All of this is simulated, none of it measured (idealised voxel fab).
Name of the process module below: voxel transistor to metal
Cross-section cut spans 190 nm and uses square cells 5 nm in size.
Throughout this document, each cross-section is represented as a grid of square cells and is presented as a sequence of bands enumerated from the top downward, where a band comprises one or more rows of cells.
In this notation a band is specified by the heights of its top and bottom, in that order and in nm, after which its materials appear from left to right, each paired with its width in nm. The word "all across" attached to a single material means that material fills the band from edge to edge; the word "blank" stands for empty space.
Heights from 0 (as-received wafer is one material below). Bottom band endless downward, as "z 0 and below".
The two numbers in a width such as "30..40" mark its ends across the band: the first belongs to the top row of cells, the second to the bottom row, and from each row to the next the width moves by the same amount.
A step reported as "no alteration" is a step in which no cell of the cross-section changed.
You'll see "Trapped voids" listing empty spaces that have no way open to the top, as long as they're 8 cells or more; the notation is width x height at distance, where the distance is from the left edge, and all of it is in nm.
What comes after the settings on a step's line is commentary from the simulator itself on that step.
On any step carrying a mask, the "overlay nm" setting, if present on the step's line, tells how far right of its planned place the mask lay; negative values point to the left.
Process steps foreseen in the plan:
1) RECEIVE (material Si)
2) OXIDIZE (depth nm 5)
3) CONFORMAL_DEP (material SiN; thk nm 15)
4) DIRECTIONAL_DEP (material aC; thk nm 10)
5) PATTERN (tone cover; mask id ACTIVE; material resist; width nm 110; thk nm 30; overlay nm 0)
6) DIRECTIONAL_ETCH (etch materials aC; depth nm 10)
7) STRIP (etch materials resist)
8) DIRECTIONAL_ETCH (etch materials SiN; depth nm 15)
9) DIRECTIONAL_ETCH (etch materials SiO2; depth nm 5)
10) DIRECTIONAL_ETCH (etch materials Si; depth nm 25)
11) STRIP (etch materials aC)
12) OXIDIZE (depth nm 5)
13) FILL_DEP (material SiO2; thk nm 10)
14) CMP (height nm 15)
15) SELECTIVE_ETCH (etch materials SiO2; depth nm 10)
16) STRIP (etch materials SiN)
17) SELECTIVE_ETCH (etch materials SiO2; depth nm 5)
18) OXIDIZE (depth nm 5)
19) DIRECTIONAL_DEP (material polySi; thk nm 20)
20) DIRECTIONAL_DEP (material SiCN; thk nm 15)
21) PATTERN (tone cover; mask id GATE; material resist; width nm 20; thk nm 15; overlay nm 0)
22) DIRECTIONAL_ETCH (etch materials SiCN; depth nm 25)
23) DIRECTIONAL_ETCH (etch materials polySi; depth nm 30)
24) STRIP (etch materials resist)
25) CONFORMAL_DEP (material SiN; thk nm 5)
26) DIRECTIONAL_ETCH (etch materials SiN; depth nm 5)
27) DIRECTIONAL_ETCH (etch materials SiO2; depth nm 5)
28) EPI (material pSi; thk nm 5)
29) FILL_DEP (material SiO2; thk nm 10)
30) CMP (height nm 30)
31) DIRECTIONAL_DEP (material SiO2; thk nm 15)
32) DIRECTIONAL_DEP (material aC; thk nm 15)
33) PATTERN (tone open; mask id CONTACT; material resist; width nm 35; pitch nm 65; thk nm 35; overlay nm 0)
34) DIRECTIONAL_ETCH (etch materials aC; depth nm 15)
35) STRIP (etch materials resist)
36) DIRECTIONAL_ETCH (etch materials SiO2; depth nm 50)
37) STRIP (etch materials aC)
38) CONFORMAL_DEP (material TiN; thk nm 5)
39) FILL_DEP (material Ru; thk nm 10)
40) CMP (height nm 45)
41) CONFORMAL_DEP (material SiCN; thk nm 5)
42) DIRECTIONAL_DEP (material lowk; thk nm 25)
43) DIRECTIONAL_DEP (material aC; thk nm 10)
44) PATTERN (tone open; mask id METAL_1; material resist; width nm 20; pitch nm 80; thk nm 25; overlay nm 0)
45) DIRECTIONAL_ETCH (etch materials aC; depth nm 10)
46) STRIP (etch materials resist)
47) DIRECTIONAL_ETCH (etch materials lowk; depth nm 25)
48) DIRECTIONAL_ETCH (etch materials SiCN; depth nm 5)
49) STRIP (etch materials aC)
50) CONFORMAL_DEP (material TiN; thk nm 5)
51) FILL_DEP (material Cu; thk nm 5)
52) CMP (height nm 75)
53) CONFORMAL_DEP (material SiCN; thk nm 5)
Wafer at receipt (post step 1), cross-section:
- z 0 and below  Si all across
- Trapped voids: none
First wafer of two, sectioned at end of module; run went per plan:
- z 80 to 75  SiCN all across
- z 75 to 50  45 of lowk / 5 of TiN / 10 of Cu / 5 of TiN / 60 of lowk / 5 of TiN / 10 of Cu / 5 of TiN / 45 of lowk
- z 50 to 45  45 of SiCN / 20 of TiN / 60 of SiCN / 20 of TiN / 45 of SiCN
- z 45 to 30  45 of SiO2 / 5 of TiN / 25 of Ru / 5 of TiN / 30 of SiO2 / 5 of TiN / 25 of Ru / 5 of TiN / 45 of SiO2
- z 30 to 15  45 of SiO2 / 5 of TiN / 25 of Ru / 5 of TiN / 5 of SiN / 20 of SiCN / 5 of SiN / 5 of TiN / 25 of Ru / 5 of TiN / 45 of SiO2
- z 15 to 0  45 of SiO2 / 5 of TiN / 25 of Ru / 5 of TiN / 5 of SiN / 20 of polySi / 5 of SiN / 5 of TiN / 25 of Ru / 5 of TiN / 45 of SiO2
- z 0 to -5  35 of SiO2 / 5 of SiN / 5 of SiO2 / 35 of TiN / 5 of SiN / 20 of polySi / 5 of SiN / 35 of TiN / 5 of SiO2 / 5 of SiN / 35 of SiO2
- z -5 to -10  40 of SiO2 / 40 of pSi / 30 of SiO2 / 40 of pSi / 40 of SiO2
- z -10 to -35  45 of SiO2 / 100 of Si / 45 of SiO2
- z -35 and below  Si all across
- Trapped voids: none
Here is the second of the two wafers cut open at the end of the module - same start, same plan as the first one, but we made one mistake running it:
- z 80 to 75  SiCN all across
- z 75 to 70  45 of SiCN / 20 of TiN / 60 of SiCN / 20 of TiN / 45 of SiCN
- z 70 to 45  lowk all across
- z 45 to 30  45 of SiO2 / 5 of TiN / 25 of Ru / 5 of TiN / 30 of SiO2 / 5 of TiN / 25 of Ru / 5 of TiN / 45 of SiO2
- z 30 to 15  45 of SiO2 / 5 of TiN / 25 of Ru / 5 of TiN / 5 of SiN / 20 of SiCN / 5 of SiN / 5 of TiN / 25 of Ru / 5 of TiN / 45 of SiO2
- z 15 to 0  45 of SiO2 / 5 of TiN / 25 of Ru / 5 of TiN / 5 of SiN / 20 of polySi / 5 of SiN / 5 of TiN / 25 of Ru / 5 of TiN / 45 of SiO2
- z 0 to -5  35 of SiO2 / 5 of SiN / 5 of SiO2 / 35 of TiN / 5 of SiN / 20 of polySi / 5 of SiN / 35 of TiN / 5 of SiO2 / 5 of SiN / 35 of SiO2
- z -5 to -10  40 of SiO2 / 40 of pSi / 30 of SiO2 / 40 of pSi / 40 of SiO2
- z -10 to -35  45 of SiO2 / 100 of Si / 45 of SiO2
- z -35 and below  Si all across
- Trapped voids: none
Plan not followed: step 42 occupied the plan position of step 41, and the converse holds as well
At the finish, the second wafer shows more or fewer cells for some materials than the first does: Cu -20 | TiN -20 | lowk +40
